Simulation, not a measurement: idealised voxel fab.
Title: Process Module voxel quadruple lines
Square cell edge 5 nm, section width 285 nm, ID cut.
How to read a cross-section here: the picture is a grid of square cells, written as bands going from the top down, and any band can span one or more rows of cells. Heads up on the band format: heights come first, top then bottom, in nm. After that it's the materials left to right, each with its width in nm. A single material flagged "full width" fills the whole band edge to edge, and "air" means there's empty space there. Heights from 0 (as-received wafer is one material below). Bottom band endless downward, as "top 0, no bottom". The two numbers in a width such as "30->40" mark its ends across the band: the first belongs to the top row of cells, the second to the bottom row, and from each row to the next the width moves by the same amount. "nothing altered" -> step changed no cross-section cell. Any empty space of 8 cells or more lacking an open way to the top shows up in "Entrapped voids" as width x height at distance, distance from the left edge, in nm. It should be noted that, on the line of a given step, the content following the step's settings is a remark produced by the simulator itself with respect to that step. overlay nm: mask right of planned place by this much (step with mask). Neg. = left.
# The planned process steps are enumerated hereunder
1 RECEIVE: material Si
2 CONFORMAL_DEP: material SiO2, thk nm 10
3 DIRECTIONAL_DEP: material W, thk nm 10
4 DIRECTIONAL_DEP: material polySi, thk nm 20
5 DIRECTIONAL_DEP: material aC, thk nm 20
6 PATTERN: tone cover, mask id MANDREL, material resist, width nm 30, pitch nm 80, thk nm 25, overlay nm 0
7 DIRECTIONAL_ETCH: etch materials aC, depth nm 20
8 STRIP: etch materials resist
9 CONFORMAL_DEP: material SiO2, thk nm 10
10 DIRECTIONAL_ETCH: etch materials SiO2, depth nm 10
11 STRIP: etch materials aC
12 DIRECTIONAL_ETCH: etch materials polySi, depth nm 20
13 STRIP: etch materials SiO2
14 CONFORMAL_DEP: material SiCN, thk nm 10
15 DIRECTIONAL_ETCH: etch materials SiCN, depth nm 10
16 STRIP: etch materials polySi
17 DIRECTIONAL_ETCH: etch materials W, depth nm 10
18 STRIP: etch materials SiCN
# Cross-section of the wafer upon arrival, representing the state reached after step 1
  top 0, no bottom | Si full width
  Entrapped voids: none
# First of two wafers, end-of-module section, run followed plan
  top 20, bottom 10 | air 65; W 10; air 10; W 10; air 10; W 10; air 10; W 10; air 10; W 10; air 10; W 10; air 10; W 10; air 10; W 10; air 70
  top 10, bottom 0 | SiO2 full width
  top 0, no bottom | Si full width
  Entrapped voids: none
# This cross-section belongs to the second wafer of two at the end of the module; the start and the plan were shared with the first, and the run included one mistake
  top 20, bottom 10 | air 75; W 10; air 10; W 10; air 10; W 10; air 30; W 10; air 10; W 10; air 10; W 10; air 80
  top 10, bottom 0 | SiO2 full width
  top 0, no bottom | Si full width
  Entrapped voids: none
In executing the process, a mistake was made relative to the plan: step 6 ran differently from the plan; actual operation with settings: PATTERN: tone open, mask id MANDREL, material resist, width nm 30, pitch nm 80, thk nm 25, overlay nm 0
It is noted that, at the conclusion of processing, the second wafer exhibits a higher or lower cell count for certain materials relative to the first: 8 fewer of W
